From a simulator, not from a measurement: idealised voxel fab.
The document below concerns the process module designated voxel tone inversion.
It is cross-section cut that appears here, measuring 230 nm in width, its square cells being 5 nm in size.
If you're reading a cross-section in this doc, picture square cells in a grid; it comes to you as bands, top ones listed first down to the bottom, and a band can be one or more rows of cells. Band: top and bottom heights (nm) first, top before bottom; then materials from left to right, widths in nm. "everywhere" marks a sole material filling the band edge to edge. "empty" denotes empty space. Heights are measured from 0, the level below which the as-received wafer is all one material; the lowest band has no bottom and continues downward, written as in "0 -> down". With a width like "30..40", each row of cells in the band differs from the next by the same amount, the top row carrying the first number and the bottom row the second. "no alterations made" (step): cross-section cells unchanged, all of them. You'll see "Closed voids list" listing empty spaces that have no way open to the top, as long as they're 8 cells or more; the notation is width x height at distance, where the distance is from the left edge, and all of it is in nm. Text after the settings on a step's line: the simulator's own remark on that step. What "overlay nm" on a step's line means: if the step has a mask, that mask lay this far to the right of its planned place, or, when the value is negative, to the left.

THIS SECTION LISTS THE PROCESS STEPS THAT WERE PLANNED
1 op RECEIVE | material Si
2 op CONFORMAL_DEP | material SiN | thk nm 10
3 op DIRECTIONAL_DEP | material polySi | thk nm 15
4 op PATTERN | tone cover | mask id POSTS | material resist | width nm 20 | pitch nm 35 | thk nm 25 | overlay nm 0
5 op DIRECTIONAL_ETCH | etch materials polySi | depth nm 15
6 op STRIP | etch materials resist
7 op FILL_DEP | material lowk | thk nm 5
8 op CMP | height nm 15
9 op STRIP | etch materials polySi
10 op CONFORMAL_DEP | material TiN | thk nm 5
11 op FILL_DEP | material W | thk nm 5
12 op CMP | height nm 25
13 op CONFORMAL_DEP | material SiN | thk nm 5
For clarity, it should be stated that the wafers under discussion commence in an identical condition and differ with respect to the height nm of step 8, the plan indicating the value that the first wafer had.

CROSS-SECTION: THE FIRST OF SEVERAL WAFERS IN ITS AS-RECEIVED STATE, I.E. FOLLOWING STEP 1
    0 -> down  Si everywhere
    Closed voids list: none

HERE'S THE FIRST OF SEVERAL WAFERS IN CROSS-SECTION, END OF THE MODULE, AFTER THE LAST STEP, STEP 13
    30 -> 25  SiN everywhere
    25 -> 20  W everywhere
    20 -> 15  TiN: 90 | W: 10 | TiN: 25 | W: 10 | TiN: 95
    15 -> 10  lowk: 85 | TiN: 20 | lowk: 15 | TiN: 20 | lowk: 90
    10 -> 0  SiN everywhere
    0 -> down  Si everywhere
    Closed voids list: none

LAST WAFER AT THE END
    30 -> 25  SiN everywhere
    25 -> 10  lowk: 85 | polySi: 20 | lowk: 15 | polySi: 20 | lowk: 90
    10 -> 0  SiN everywhere
    0 -> down  Si everywhere
    Closed voids list: none

THE TABLE BELOW HAS ONE ROW FOR EACH WAFER; A ROW SHOWS, AS OF THE END OF THE MODULE, HOW MANY CELLS OF EACH MATERIAL THE WAFER HAS GAINED, MARKED (+), OR LOST, MARKED (-), SINCE IT WAS RECEIVED, AND THEN THE WAFER'S CLOSED VOIDS
height nm 15 | +138 SiN | +50 TiN | +50 W | +38 lowk | Closed voids list: none
height nm 20 | +138 SiN | +54 TiN | +8 W | +76 lowk | Closed voids list: none
height nm 25 | +138 SiN | +16 TiN | +8 W | +114 lowk | Closed voids list: none
height nm 30 | +138 SiN | +114 lowk | +24 polySi | Closed voids list: none
